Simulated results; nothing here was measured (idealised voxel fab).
The following is a process module called voxel double patterning.
FYI the section here is cut, 235 nm wide, cells are 5 nm squares.
A cross-section is a grid of square cells, given in bands from the top down. A band is one or more rows of cells. It is stipulated that each band's entry specify, in nanometres, the height of the top of the band and then that of its bottom, followed by the materials of the band in left-to-right sequence, each together with its width in nanometres. A single material marked by the word "throughout" is understood to fill the band from edge to edge; the word "blank" is understood to denote empty space. Ref level 0: as-received wafer is one material below here. Bottom band extends down with no lower bound ("from 0 down"). You'd read "30..40" like this: the band's top row of cells is as wide as the first number, its bottom row is as wide as the second, and going down, every row changes width by the same amount as the row before did. Take "nothing different" at face value: in the step it is given for, the cross-section changed in none of its cells. Voids not open to the top, 8 cells minimum: see "Enclosed void entries". Written width x height at distance; distance is from the left edge; nm. after a step's settings: what the simulator itself notes on the step. For masked steps, "overlay nm" on the step line gives how far right of plan the mask actually lay; a minus sign means it lay to the left.

**Steps in the process plan**
1: RECEIVE: material Si
2: CONFORMAL_DEP: material SiN, thk nm 10
3: DIRECTIONAL_DEP: material SiO2, thk nm 20
4: DIRECTIONAL_DEP: material SiCN, thk nm 5
5: MASKED_ETCH: tone open, mask id FIRST, width nm 15, pitch nm 50, etch materials SiCN, depth nm 5, overlay nm 0
6: DIRECTIONAL_DEP: material aC, thk nm 15
7: PATTERN: tone open, mask id SECOND, material resist, width nm 15, pitch nm 50, thk nm 35, overlay nm 0
8: DIRECTIONAL_ETCH: etch materials aC, depth nm 15
9: STRIP: etch materials resist
10: DIRECTIONAL_ETCH: etch materials SiCN, depth nm 5
11: STRIP: etch materials aC
12: DIRECTIONAL_ETCH: etch materials SiO2, depth nm 20
13: STRIP: etch materials SiCN

**The following pertains to the first of two wafers, which was processed as planned**

**Wafer cross-section on receipt, i.e. after step 1**
	from 0 down = Si throughout
	Enclosed void entries: none

**So this is the wafer cross-section right after step 2**
	from 10 to 0 = SiN throughout
	All layers under 0 are left as they were.

**So this is the wafer cross-section right after step 3**
	from 30 to 10 = SiO2 throughout
	All layers under 10 are left as they were.

**So this is the wafer cross-section right after step 4**
	from 35 to 30 = SiCN throughout
	All layers under 30 are left as they were.

**So this is the wafer cross-section right after step 5**
	from 35 to 30 = 60 nm SiCN, 15 nm blank, 35 nm SiCN, 15 nm blank, 35 nm SiCN, 15 nm blank, 60 nm SiCN
	All layers under 30 are left as they were.

**So this is the wafer cross-section right after step 6**
	from 50 to 45 = 60 nm aC, 15 nm blank, 35 nm aC, 15 nm blank, 35 nm aC, 15 nm blank, 60 nm aC
	from 45 to 35 = aC throughout
	from 35 to 30 = 60 nm SiCN, 15 nm aC, 35 nm SiCN, 15 nm aC, 35 nm SiCN, 15 nm aC, 60 nm SiCN
	All layers under 30 are left as they were.

**So this is the wafer cross-section right after step 7**
	from 85 to 50 = 85 nm resist, 15 nm blank, 35 nm resist, 15 nm blank, 85 nm resist
	from 50 to 45 = 60 nm aC, 15 nm resist, 35 nm aC, 15 nm resist, 35 nm aC, 15 nm resist, 60 nm aC
	All layers under 45 are left as they were.

**So this is the wafer cross-section right after step 8**
	from 70 to 50 = 85 nm resist, 15 nm blank, 35 nm resist, 15 nm blank, 85 nm resist
	from 50 to 45 = 60 nm aC, 15 nm resist, 10 nm aC, 15 nm blank, 10 nm aC, 15 nm resist, 10 nm aC, 15 nm blank, 10 nm aC, 15 nm resist, 60 nm aC
	from 45 to 35 = 85 nm aC, 15 nm blank, 35 nm aC, 15 nm blank, 85 nm aC
	All layers under 35 are left as they were.

**So this is the wafer cross-section right after step 9**
	from 50 to 45 = 60 nm aC, 15 nm blank, 10 nm aC, 15 nm blank, 10 nm aC, 15 nm blank, 10 nm aC, 15 nm blank, 10 nm aC, 15 nm blank, 60 nm aC
	All layers under 45 are left as they were.

**So this is the wafer cross-section right after step 10**
	from 50 to 45 = 60 nm aC, 15 nm blank, 10 nm aC, 15 nm blank, 10 nm aC, 15 nm blank, 10 nm aC, 15 nm blank, 10 nm aC, 15 nm blank, 60 nm aC
	from 45 to 35 = 85 nm aC, 15 nm blank, 35 nm aC, 15 nm blank, 85 nm aC
	from 35 to 30 = 60 nm SiCN, 15 nm aC, 10 nm SiCN, 15 nm blank, 10 nm SiCN, 15 nm aC, 10 nm SiCN, 15 nm blank, 10 nm SiCN, 15 nm aC, 60 nm SiCN
	All layers under 30 are left as they were.

**So this is the wafer cross-section right after step 11**
	from 35 to 30 = 60 nm SiCN, 15 nm blank, 10 nm SiCN, 15 nm blank, 10 nm SiCN, 15 nm blank, 10 nm SiCN, 15 nm blank, 10 nm SiCN, 15 nm blank, 60 nm SiCN
	All layers under 30 are left as they were.

**So this is the wafer cross-section right after step 12**
	from 35 to 30 = 60 nm SiCN, 15 nm blank, 10 nm SiCN, 15 nm blank, 10 nm SiCN, 15 nm blank, 10 nm SiCN, 15 nm blank, 10 nm SiCN, 15 nm blank, 60 nm SiCN
	from 30 to 10 = 60 nm SiO2, 15 nm blank, 10 nm SiO2, 15 nm blank, 10 nm SiO2, 15 nm blank, 10 nm SiO2, 15 nm blank, 10 nm SiO2, 15 nm blank, 60 nm SiO2
	All layers under 10 are left as they were.

**So this is the wafer cross-section right after step 13**
	from 30 to 10 = 60 nm SiO2, 15 nm blank, 10 nm SiO2, 15 nm blank, 10 nm SiO2, 15 nm blank, 10 nm SiO2, 15 nm blank, 10 nm SiO2, 15 nm blank, 60 nm SiO2
	All layers under 10 are left as they were.

**The second wafer: identical to the first at the outset and in its planned sequence, differing only in that one mistake was made during processing; up to and including step 6, its path is the first wafer's path**

**Cross-section, second wafer, at the end time the plan gives for step 7**
	from 85 to 50 = 85 nm blank, 15 nm resist, 35 nm blank, 15 nm resist, 85 nm blank
	All layers under 50 are left as they were.

**Cross-section, second wafer, at the end time the plan gives for step 8**
	from 70 to 50 = 85 nm blank, 15 nm resist, 35 nm blank, 15 nm resist, 85 nm blank
	from 50 to 35 = 85 nm blank, 15 nm aC, 35 nm blank, 15 nm aC, 85 nm blank
	from 35 to 30 = 60 nm SiCN, 15 nm blank, 35 nm SiCN, 15 nm blank, 35 nm SiCN, 15 nm blank, 60 nm SiCN
	All layers under 30 are left as they were.

**Cross-section, second wafer, at the end time the plan gives for step 9**
	from 50 to 35 = 85 nm blank, 15 nm aC, 35 nm blank, 15 nm aC, 85 nm blank
	All layers under 35 are left as they were.

**Cross-section, second wafer, at the end time the plan gives for step 10**
	from 50 to 35 = 85 nm blank, 15 nm aC, 35 nm blank, 15 nm aC, 85 nm blank
	from 35 to 30 = 85 nm blank, 15 nm SiCN, 35 nm blank, 15 nm SiCN, 85 nm blank
	All layers under 30 are left as they were.

**Cross-section, second wafer, at the end time the plan gives for step 11**
	from 35 to 30 = 85 nm blank, 15 nm SiCN, 35 nm blank, 15 nm SiCN, 85 nm blank
	All layers under 30 are left as they were.

**Cross-section, second wafer, at the end time the plan gives for step 12**
	from 35 to 30 = 85 nm blank, 15 nm SiCN, 35 nm blank, 15 nm SiCN, 85 nm blank
	from 30 to 10 = 85 nm blank, 15 nm SiO2, 35 nm blank, 15 nm SiO2, 85 nm blank
	All layers under 10 are left as they were.

**Cross-section, second wafer, at the end time the plan gives for step 13**
	from 30 to 10 = 85 nm blank, 15 nm SiO2, 35 nm blank, 15 nm SiO2, 85 nm blank
	All layers under 10 are left as they were.
What broke from the plan during processing? step 7 did not use the planned setting and instead ran as PATTERN: tone cover, mask id SECOND, material resist, width nm 15, pitch nm 50, thk nm 35, overlay nm 0
Final tally in cells, some materials are higher or lower on the second wafer than on the first: SiO2 -104
